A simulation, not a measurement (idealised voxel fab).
The name of this process module is voxel released beams.
Cross-section cut: width 240 nm, square cells of 5 nm.
If you're reading a cross-section in this doc, picture square cells in a grid; it comes to you as bands, top ones listed first down to the bottom, and a band can be one or more rows of cells. Band: top and bottom heights (nm) first, top before bottom; then materials from left to right, widths in nm. "all across" marks a sole material filling the band edge to edge. "air" denotes empty space. All heights in this document are referenced to 0, defined as the level beneath which the wafer, as received, consists entirely of one material. The lowest band is not bounded below; it extends indefinitely downward and is written in the form "from 0 down". The expression "30->40" gives the width at the extremes of the band, the first number at its top row of cells and the second at its bottom row, with the width changing by equal amounts from each row to the next in between. "everything unchanged" (step): cross-section cells unchanged, all of them. Voids not open to the top, 8 cells minimum: see "Closed cavities". Written width x height at distance; distance is from the left edge; nm. Read whatever lies past the settings on a step's line as the simulator's own remark about the step. "overlay nm" denotes, for a step that has a mask, the displacement of the mask to the right of its planned place, with negative values corresponding to the left.

### Process steps (planned)
1,RECEIVE | material Si
2,CONFORMAL_DEP | material Al2O3 | thk nm 5
3,DIRECTIONAL_DEP | material SiO2 | thk nm 20
4,DIRECTIONAL_DEP | material aC | thk nm 15
5,PATTERN | tone open | mask id ANCHOR | material resist | width nm 45 | thk nm 35 | overlay nm 0
6,DIRECTIONAL_ETCH | etch materials aC | depth nm 15
7,STRIP | etch materials resist
8,DIRECTIONAL_ETCH | etch materials SiO2 | depth nm 20
9,STRIP | etch materials aC
10,CONFORMAL_DEP | material polySi | thk nm 15
11,MASKED_ETCH | tone cover | mask id BEAM | width nm 100 | etch materials polySi | depth nm 15 | overlay nm 0
12,STRIP | etch materials SiO2

### The following pertains to the first of two wafers, which was processed as planned

### The cross-section here shows the wafer as received, i.e. in its state after step 1
> from 0 down  Si all across
> Closed cavities: none

### So this is the wafer cross-section right after step 2
> from 5 to 0  Al2O3 all across
> Everything under 0 stays put, no change at all.

### So this is the wafer cross-section right after step 3
> from 25 to 5  SiO2 all across
> Everything under 5 stays put, no change at all.

### So this is the wafer cross-section right after step 4
> from 40 to 25  aC all across
> Everything under 25 stays put, no change at all.

### So this is the wafer cross-section right after step 5
> from 75 to 40  resist (70) | air (45) | resist (125)
> Everything under 40 stays put, no change at all.

### So this is the wafer cross-section right after step 6
> from 60 to 40  resist (70) | air (45) | resist (125)
> from 40 to 25  aC (70) | air (45) | aC (125)
> Everything under 25 stays put, no change at all.

### So this is the wafer cross-section right after step 7
> from 40 to 25  aC (70) | air (45) | aC (125)
> Everything under 25 stays put, no change at all.

### So this is the wafer cross-section right after step 8
> from 40 to 25  aC (70) | air (45) | aC (125)
> from 25 to 5  SiO2 (70) | air (45) | SiO2 (125)
> Everything under 5 stays put, no change at all.

### So this is the wafer cross-section right after step 9
> from 25 to 5  SiO2 (70) | air (45) | SiO2 (125)
> Everything under 5 stays put, no change at all.

### So this is the wafer cross-section right after step 10
> from 40 to 25  polySi (85) | air (15) | polySi (140)
> from 25 to 20  SiO2 (70) | polySi (15) | air (15) | polySi (15) | SiO2 (125)
> from 20 to 5  SiO2 (70) | polySi (45) | SiO2 (125)
> Everything under 5 stays put, no change at all.

### So this is the wafer cross-section right after step 11
> from 40 to 25  air (65) | polySi (20) | air (15) | polySi (65) | air (75)
> Everything under 25 stays put, no change at all.

### So this is the wafer cross-section right after step 12
> from 40 to 25  air (65) | polySi (20) | air (15) | polySi (65) | air (75)
> from 25 to 20  air (70) | polySi (15) | air (15) | polySi (15) | air (125)
> from 20 to 5  air (70) | polySi (45) | air (125)
> Everything under 5 stays put, no change at all.

### Companion wafer, the second of two: same beginning, same intended sequence, one mistake in carrying it out; through step 1 inclusive it tracks the first exactly

### Look at the second wafer in cross-section at the time step 2 ought to have finished
> from 20 to 0  SiO2 all across
> Everything under 0 stays put, no change at all.

### Look at the second wafer in cross-section at the time step 3 ought to have finished
> from 25 to 20  Al2O3 all across
> Everything under 20 stays put, no change at all.

### Look at the second wafer in cross-section at the time step 4 ought to have finished
> from 40 to 25  aC all across
> Everything under 25 stays put, no change at all.

### Look at the second wafer in cross-section at the time step 5 ought to have finished
> from 75 to 40  resist (70) | air (45) | resist (125)
> Everything under 40 stays put, no change at all.

### Look at the second wafer in cross-section at the time step 6 ought to have finished
> from 60 to 40  resist (70) | air (45) | resist (125)
> from 40 to 25  aC (70) | air (45) | aC (125)
> Everything under 25 stays put, no change at all.

### Look at the second wafer in cross-section at the time step 7 ought to have finished
> from 40 to 25  aC (70) | air (45) | aC (125)
> Everything under 25 stays put, no change at all.

Look at the second wafer in cross-section at the time step 8 ought to have finished: everything unchanged

### Look at the second wafer in cross-section at the time step 9 ought to have finished
> from 25 to 20  Al2O3 all across
> Everything under 20 stays put, no change at all.

### Look at the second wafer in cross-section at the time step 10 ought to have finished
> from 40 to 25  polySi all across
> Everything under 25 stays put, no change at all.

### Look at the second wafer in cross-section at the time step 11 ought to have finished
> from 40 to 25  air (65) | polySi (100) | air (75)
> Everything under 25 stays put, no change at all.

Look at the second wafer in cross-section at the time step 12 ought to have finished: everything unchanged
Finding, execution versus plan: order of steps 2 and 3 inverted relative to the plan
The second wafer ends with more or fewer cells of some materials than the first, per final count: SiO2: 192 more | polySi: 24 fewer
